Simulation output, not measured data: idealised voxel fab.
Process module under the name voxel wiring stack
The cross-section shown here is cut; it is 240 nm wide and divided into square cells measuring 5 nm on a side.
The cross-sections in this document take the form of a grid made of square cells. They are written out as bands, in order from top to bottom. Each band consists of one or more rows of cells. What a band's entry tells you: where the top is and where the bottom is, as heights in nm, and after that what lies inside, material by material from left to right, each with its width in nm. Empty space is written as the word "blank", and a single material marked with the word "throughout" occupies the band from edge to edge. Heights from 0 (as-received wafer is one material below). Bottom band endless downward, as "from 0 down". Graded width ("30..40"): value in top row of band = first number; value in bottom row = second number; row-to-row change constant. It should be understood that the words "nothing was modified", when stated for a given step, signify that the cross-section underwent no change in any of its cells during that step. Each empty space that has no open way to the top and spans at least 8 cells appears under "Enclosed internal cavities" as width x height at distance, the distance counted from the left edge, all in nm. If you see something after the settings on a step's line, that's the simulator's own remark about that step. Regarding "overlay nm": on a step with a mask, it is the distance the mask lay to the right of its planned place; a negative value places it to the left.

**These are the steps we planned for the process**
1: RECEIVE,material Si
2: CONFORMAL_DEP,material SiO2,thk nm 15
3: DIRECTIONAL_DEP,material TiN,thk nm 5
4: DIRECTIONAL_DEP,material Ru,thk nm 20
5: MASKED_ETCH,tone cover,mask id METAL_1,width nm 25,pitch nm 50,etch materials Ru,depth nm 20,overlay nm 0
6: MASKED_ETCH,tone cover,mask id METAL_1,width nm 25,pitch nm 50,etch materials TiN,depth nm 5,overlay nm 0
7: CONFORMAL_DEP,material SiCN,thk nm 5
8: FILL_DEP,material lowk,thk nm 5
9: CMP,height nm 40
10: CONFORMAL_DEP,material SiCN,thk nm 5
11: DIRECTIONAL_DEP,material SiO2,thk nm 20
12: DIRECTIONAL_DEP,material aC,thk nm 15
13: PATTERN,tone open,mask id PLUG_1,material resist,width nm 15,pitch nm 100,thk nm 30,overlay nm 0
14: DIRECTIONAL_ETCH,etch materials aC,depth nm 15
15: STRIP,etch materials resist
16: DIRECTIONAL_ETCH,etch materials SiO2,depth nm 20
17: DIRECTIONAL_ETCH,etch materials SiCN,depth nm 5
18: STRIP,etch materials aC
19: CONFORMAL_DEP,material TiN,thk nm 5
20: FILL_DEP,material Cu,thk nm 5
21: CMP,height nm 65
22: DIRECTIONAL_DEP,material TiN,thk nm 5
23: DIRECTIONAL_DEP,material Ru,thk nm 20
24: MASKED_ETCH,tone cover,mask id METAL_2,width nm 25,pitch nm 50,etch materials Ru,depth nm 20,overlay nm 0
25: MASKED_ETCH,tone cover,mask id METAL_2,width nm 25,pitch nm 50,etch materials TiN,depth nm 5,overlay nm 0
26: CONFORMAL_DEP,material SiCN,thk nm 5
27: FILL_DEP,material lowk,thk nm 10
28: CMP,height nm 90
29: CONFORMAL_DEP,material SiCN,thk nm 5
30: DIRECTIONAL_DEP,material lowk,thk nm 30
31: DIRECTIONAL_DEP,material aC,thk nm 15
32: PATTERN,tone open,mask id METAL_3,material resist,width nm 25,pitch nm 50,thk nm 35,overlay nm 0
33: DIRECTIONAL_ETCH,etch materials aC,depth nm 15
34: STRIP,etch materials resist
35: DIRECTIONAL_ETCH,etch materials lowk,depth nm 20
36: STRIP,etch materials aC
37: MASKED_ETCH,tone open,mask id METAL_3_HOLES,width nm 15,pitch nm 100,etch materials lowk,depth nm 10,overlay nm 0
38: MASKED_ETCH,tone open,mask id METAL_3_HOLES,width nm 15,pitch nm 100,etch materials SiCN,depth nm 5,overlay nm 0
39: CONFORMAL_DEP,material TiN,thk nm 5
40: FILL_DEP,material Cu,thk nm 5
41: CMP,height nm 125
42: CONFORMAL_DEP,material SiCN,thk nm 5

**As-received wafer cross-section (after step 1)**
    from 0 down  Si throughout
    Enclosed internal cavities: none

**Cross-sectional image of the first of two wafers at the end of the module, the run having proceeded as planned**
    from 130 to 125  SiCN throughout
    from 125 to 110  lowk 55 nm, then TiN 5 nm, then Cu 15 nm, then TiN 5 nm, then lowk 25 nm, then TiN 5 nm, then Cu 15 nm, then TiN 5 nm, then lowk 25 nm, then TiN 5 nm, then Cu 15 nm, then TiN 5 nm, then lowk 60 nm
    from 110 to 105  lowk 55 nm, then TiN 5 nm, then Cu 5 nm, then TiN 15 nm, then lowk 25 nm, then TiN 25 nm, then lowk 25 nm, then TiN 5 nm, then Cu 5 nm, then TiN 15 nm, then lowk 60 nm
    from 105 to 95  lowk 55 nm, then TiN 5 nm, then Cu 5 nm, then TiN 5 nm, then lowk 85 nm, then TiN 5 nm, then Cu 5 nm, then TiN 5 nm, then lowk 70 nm
    from 95 to 90  SiCN 55 nm, then TiN 15 nm, then SiCN 85 nm, then TiN 15 nm, then SiCN 70 nm
    from 90 to 70  lowk 50 nm, then SiCN 5 nm, then Ru 25 nm, then SiCN 5 nm, then lowk 15 nm, then SiCN 5 nm, then Ru 25 nm, then SiCN 5 nm, then lowk 15 nm, then SiCN 5 nm, then Ru 25 nm, then SiCN 5 nm, then lowk 55 nm
    from 70 to 65  SiCN 55 nm, then TiN 25 nm, then SiCN 25 nm, then TiN 25 nm, then SiCN 25 nm, then TiN 25 nm, then SiCN 60 nm
    from 65 to 45  SiO2 55 nm, then TiN 5 nm, then Cu 5 nm, then TiN 5 nm, then SiO2 85 nm, then TiN 5 nm, then Cu 5 nm, then TiN 5 nm, then SiO2 70 nm
    from 45 to 40  SiCN 55 nm, then TiN 15 nm, then SiCN 85 nm, then TiN 15 nm, then SiCN 70 nm
    from 40 to 20  lowk 50 nm, then SiCN 5 nm, then Ru 25 nm, then SiCN 5 nm, then lowk 15 nm, then SiCN 5 nm, then Ru 25 nm, then SiCN 5 nm, then lowk 15 nm, then SiCN 5 nm, then Ru 25 nm, then SiCN 5 nm, then lowk 55 nm
    from 20 to 15  SiCN 55 nm, then TiN 25 nm, then SiCN 25 nm, then TiN 25 nm, then SiCN 25 nm, then TiN 25 nm, then SiCN 60 nm
    from 15 to 0  SiO2 throughout
    from 0 down  Si throughout
    Enclosed internal cavities: none

**Here is the second of the two wafers cut open at the end of the module - same start, same plan as the first one, but we made one mistake running it**
    from 130 to 125  SiCN throughout
    from 125 to 110  lowk 55 nm, then TiN 5 nm, then Cu 15 nm, then TiN 5 nm, then lowk 25 nm, then TiN 5 nm, then Cu 15 nm, then TiN 5 nm, then lowk 25 nm, then TiN 5 nm, then Cu 15 nm, then TiN 5 nm, then lowk 60 nm
    from 110 to 105  lowk 55 nm, then TiN 5 nm, then Cu 5 nm, then TiN 15 nm, then lowk 25 nm, then TiN 25 nm, then lowk 25 nm, then TiN 5 nm, then Cu 5 nm, then TiN 15 nm, then lowk 60 nm
    from 105 to 95  lowk 55 nm, then TiN 5 nm, then Cu 5 nm, then TiN 5 nm, then lowk 85 nm, then TiN 5 nm, then Cu 5 nm, then TiN 5 nm, then lowk 70 nm
    from 95 to 90  SiCN 55 nm, then TiN 15 nm, then SiCN 85 nm, then TiN 15 nm, then SiCN 70 nm
    from 90 to 75  lowk 50 nm, then SiCN 5 nm, then Ru 25 nm, then SiCN 5 nm, then lowk 15 nm, then SiCN 5 nm, then Ru 25 nm, then SiCN 5 nm, then lowk 15 nm, then SiCN 5 nm, then Ru 25 nm, then SiCN 5 nm, then lowk 55 nm
    from 75 to 70  lowk 45 nm, then SiCN 10 nm, then Ru 25 nm, then SiCN 5 nm, then lowk 10 nm, then SiCN 10 nm, then Ru 25 nm, then SiCN 5 nm, then lowk 10 nm, then SiCN 10 nm, then Ru 25 nm, then SiCN 5 nm, then lowk 55 nm
    from 70 to 65  SiCN 50 nm, then TiN 30 nm, then SiCN 20 nm, then TiN 30 nm, then SiCN 20 nm, then TiN 30 nm, then SiCN 60 nm
    from 65 to 45  SiO2 55 nm, then TiN 5 nm, then Cu 5 nm, then TiN 5 nm, then SiO2 85 nm, then TiN 5 nm, then Cu 5 nm, then TiN 5 nm, then SiO2 70 nm
    from 45 to 40  SiCN 55 nm, then TiN 15 nm, then SiCN 85 nm, then TiN 15 nm, then SiCN 70 nm
    from 40 to 20  lowk 50 nm, then SiCN 5 nm, then Ru 25 nm, then SiCN 5 nm, then lowk 15 nm, then SiCN 5 nm, then Ru 25 nm, then SiCN 5 nm, then lowk 15 nm, then SiCN 5 nm, then Ru 25 nm, then SiCN 5 nm, then lowk 55 nm
    from 20 to 15  SiCN 55 nm, then TiN 25 nm, then SiCN 25 nm, then TiN 25 nm, then SiCN 25 nm, then TiN 25 nm, then SiCN 60 nm
    from 15 to 0  SiO2 throughout
    from 0 down  Si throughout
    Enclosed internal cavities: none
Misprocessing identified: the process deviated at step 25: the operation and settings actually run there were MASKED_ETCH,tone cover,mask id METAL_2,width nm 25,pitch nm 50,etch materials TiN,depth nm 5,overlay nm -5
Once processing is complete, comparing cell counts shows that the second wafer has more or fewer of certain materials than the first: TiN: 3 more | lowk: 3 fewer
